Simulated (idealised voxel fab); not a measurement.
This is a process module. Its name is voxel transistor to metal.
cross-section cut | 290 nm wide | cells 5 nm
Cross-sections here: square-cell grids, written as top-down lists of bands, a band being one or more rows of cells.
Within each band entry, the heights of the top and of the bottom of the band appear first, in that order and in nm; the materials of the band then follow from left to right, each with its corresponding width in nm. The designation "full width" on a single material indicates that it fills the band from edge to edge; the designation "air" indicates empty space.
Height 0 is the level under which the wafer as received is all one material. The lowest band goes on downwards, as in "0 nm and below".
When a width is written as two numbers, as in "30 to 40", the first number is the width in the top row of cells of the band and the second is the width in its bottom row, and the width changes by the same amount from each row to the next.
When a step is marked "no modifications", none of the cells in the cross-section changed during that step.
Closed-off voids of 8+ cells (no open route to the top) go in "Voids lacking openings", written width x height at distance from the left edge, in nm.
Past the settings on a step's line: simulator remark, on that step.
Among the settings permitted on a step's line is "overlay nm"; applied to a step with a mask, it specifies the extent to which the mask lay to the right of its planned position, whereas a negative figure signifies a position to the left.
These are the steps we planned for the process:
1 RECEIVE: material Si
2 OXIDIZE: depth nm 5
3 CONFORMAL_DEP: material SiN, thk nm 10
4 PATTERN: tone cover, mask id ACTIVE, material resist, width nm 100, pitch nm 125, thk nm 20, overlay nm 0
5 DIRECTIONAL_ETCH: etch materials SiN, depth nm 10
6 DIRECTIONAL_ETCH: etch materials SiO2, depth nm 5
7 DIRECTIONAL_ETCH: etch materials Si, depth nm 20
8 STRIP: etch materials resist
9 FILL_DEP: material SiO2, thk nm 15
10 CMP: height nm 10
11 SELECTIVE_ETCH: etch materials SiO2, depth nm 10
12 STRIP: etch materials SiN
13 SELECTIVE_ETCH: etch materials SiO2, depth nm 5
14 OXIDIZE: depth nm 5
15 DIRECTIONAL_DEP: material polySi, thk nm 25
16 DIRECTIONAL_DEP: material SiCN, thk nm 10
17 DIRECTIONAL_DEP: material aC, thk nm 15
18 PATTERN: tone cover, mask id GATE, material resist, width nm 20, pitch nm 125, thk nm 35, overlay nm 0
19 DIRECTIONAL_ETCH: etch materials aC, depth nm 15
20 STRIP: etch materials resist
21 DIRECTIONAL_ETCH: etch materials SiCN, depth nm 20
22 DIRECTIONAL_ETCH: etch materials polySi, depth nm 35
23 STRIP: etch materials aC
24 CONFORMAL_DEP: material SiN, thk nm 10
25 DIRECTIONAL_ETCH: etch materials SiN, depth nm 10
26 DIRECTIONAL_ETCH: etch materials SiO2, depth nm 5
27 EPI: material SiGe, thk nm 5
28 FILL_DEP: material SiO2, thk nm 5
29 CMP: height nm 30
30 DIRECTIONAL_DEP: material SiO2, thk nm 15
31 PATTERN: tone open, mask id CONTACT, material resist, width nm 25, thk nm 15, overlay nm 0
32 DIRECTIONAL_ETCH: etch materials SiO2, depth nm 50
33 STRIP: etch materials resist
34 CONFORMAL_DEP: material TiN, thk nm 5
35 FILL_DEP: material W, thk nm 10
36 CMP: height nm 45
37 DIRECTIONAL_DEP: material TiN, thk nm 5
38 DIRECTIONAL_DEP: material W, thk nm 20
39 DIRECTIONAL_DEP: material aC, thk nm 15
40 PATTERN: tone cover, mask id METAL_1, material resist, width nm 15, thk nm 30, overlay nm 0
41 DIRECTIONAL_ETCH: etch materials aC, depth nm 15
42 STRIP: etch materials resist
43 DIRECTIONAL_ETCH: etch materials W, depth nm 20
44 DIRECTIONAL_ETCH: etch materials TiN, depth nm 5
45 STRIP: etch materials aC
46 CONFORMAL_DEP: material SiN, thk nm 5
47 FILL_DEP: material SiO2, thk nm 5
48 CMP: height nm 70
49 CONFORMAL_DEP: material SiN, thk nm 5
Cross-section of the wafer at receipt, which is the condition after step 1:
* 0 nm and below | Si full width
* Voids lacking openings: none
Cross-section taken at module completion on the first of two wafers; processed per the plan:
* 75 nm to 70 nm | SiN full width
* 70 nm to 50 nm | SiO2: 35  SiN: 5  W: 15  SiN: 5  SiO2: 40  SiN: 5  W: 15  SiN: 5  SiO2: 35  SiN: 5  W: 15  SiN: 5  SiO2: 40  SiN: 5  W: 15  SiN: 5  SiO2: 40
* 50 nm to 45 nm | SiN: 40  TiN: 15  SiN: 50  TiN: 15  SiN: 45  TiN: 15  SiN: 50  TiN: 15  SiN: 45
* 45 nm to 35 nm | SiO2: 40  TiN: 5  W: 15  TiN: 5  SiO2: 30  TiN: 5  W: 15  TiN: 5  SiO2: 45  TiN: 5  W: 15  TiN: 5  SiO2: 30  TiN: 5  W: 15  TiN: 5  SiO2: 45
* 35 nm to 30 nm | SiO2: 40  TiN: 5  W: 10  TiN: 10  SiO2: 30  TiN: 10  W: 10  TiN: 5  SiO2: 45  TiN: 5  W: 10  TiN: 10  SiO2: 30  TiN: 10  W: 10  TiN: 5  SiO2: 45
* 30 nm to 20 nm | SiO2: 40  TiN: 5  W: 10  TiN: 5  SiN: 10  SiCN: 20  SiN: 10  TiN: 5  W: 10  TiN: 5  SiO2: 45  TiN: 5  W: 10  TiN: 5  SiN: 10  SiCN: 20  SiN: 10  TiN: 5  W: 10  TiN: 5  SiO2: 45
* 20 nm to 0 nm | SiO2: 40  TiN: 5  W: 10  TiN: 5  SiN: 10  polySi: 20  SiN: 10  TiN: 5  W: 10  TiN: 5  SiO2: 45  TiN: 5  W: 10  TiN: 5  SiN: 10  polySi: 20  SiN: 10  TiN: 5  W: 10  TiN: 5  SiO2: 45
* 0 nm to -5 nm | SiO2: 40  TiN: 20  SiN: 10  polySi: 20  SiN: 10  TiN: 20  SiO2: 45  TiN: 20  SiN: 10  polySi: 20  SiN: 10  TiN: 20  SiO2: 45
* -5 nm to -10 nm | SiO2: 25  SiGe: 35  SiO2: 40  SiGe: 35  SiO2: 15  SiGe: 35  SiO2: 40  SiGe: 35  SiO2: 30
* -10 nm to -25 nm | SiO2: 30  Si: 100  SiO2: 25  Si: 100  SiO2: 35
* -25 nm and below | Si full width
* Voids lacking openings: none
Cross-sectional view: second of two wafers, end of module; start and plan identical to the first, one mistake in running:
* 75 nm to 70 nm | polySi full width
* 70 nm to 50 nm | SiO2: 35  SiN: 5  W: 15  SiN: 5  SiO2: 40  SiN: 5  W: 15  SiN: 5  SiO2: 35  SiN: 5  W: 15  SiN: 5  SiO2: 40  SiN: 5  W: 15  SiN: 5  SiO2: 40
* 50 nm to 45 nm | SiN: 40  TiN: 15  SiN: 50  TiN: 15  SiN: 45  TiN: 15  SiN: 50  TiN: 15  SiN: 45
* 45 nm to 35 nm | SiO2: 40  TiN: 5  W: 15  TiN: 5  SiO2: 30  TiN: 5  W: 15  TiN: 5  SiO2: 45  TiN: 5  W: 15  TiN: 5  SiO2: 30  TiN: 5  W: 15  TiN: 5  SiO2: 45
* 35 nm to 30 nm | SiO2: 40  TiN: 5  W: 10  TiN: 10  SiO2: 30  TiN: 10  W: 10  TiN: 5  SiO2: 45  TiN: 5  W: 10  TiN: 10  SiO2: 30  TiN: 10  W: 10  TiN: 5  SiO2: 45
* 30 nm to 20 nm | SiO2: 40  TiN: 5  W: 10  TiN: 5  SiN: 10  SiCN: 20  SiN: 10  TiN: 5  W: 10  TiN: 5  SiO2: 45  TiN: 5  W: 10  TiN: 5  SiN: 10  SiCN: 20  SiN: 10  TiN: 5  W: 10  TiN: 5  SiO2: 45
* 20 nm to 0 nm | SiO2: 40  TiN: 5  W: 10  TiN: 5  SiN: 10  polySi: 20  SiN: 10  TiN: 5  W: 10  TiN: 5  SiO2: 45  TiN: 5  W: 10  TiN: 5  SiN: 10  polySi: 20  SiN: 10  TiN: 5  W: 10  TiN: 5  SiO2: 45
* 0 nm to -5 nm | SiO2: 40  TiN: 20  SiN: 10  polySi: 20  SiN: 10  TiN: 20  SiO2: 45  TiN: 20  SiN: 10  polySi: 20  SiN: 10  TiN: 20  SiO2: 45
* -5 nm to -10 nm | SiO2: 25  SiGe: 35  SiO2: 40  SiGe: 35  SiO2: 15  SiGe: 35  SiO2: 40  SiGe: 35  SiO2: 30
* -10 nm to -25 nm | SiO2: 30  Si: 100  SiO2: 25  Si: 100  SiO2: 35
* -25 nm and below | Si full width
* Voids lacking openings: none
Processing error: step 49 deviated from plan and actually ran as CONFORMAL_DEP: material polySi, thk nm 5
FYI, end of process, the second wafer has more or fewer cells of some materials than the first: 58 fewer of SiN | 58 more of polySi
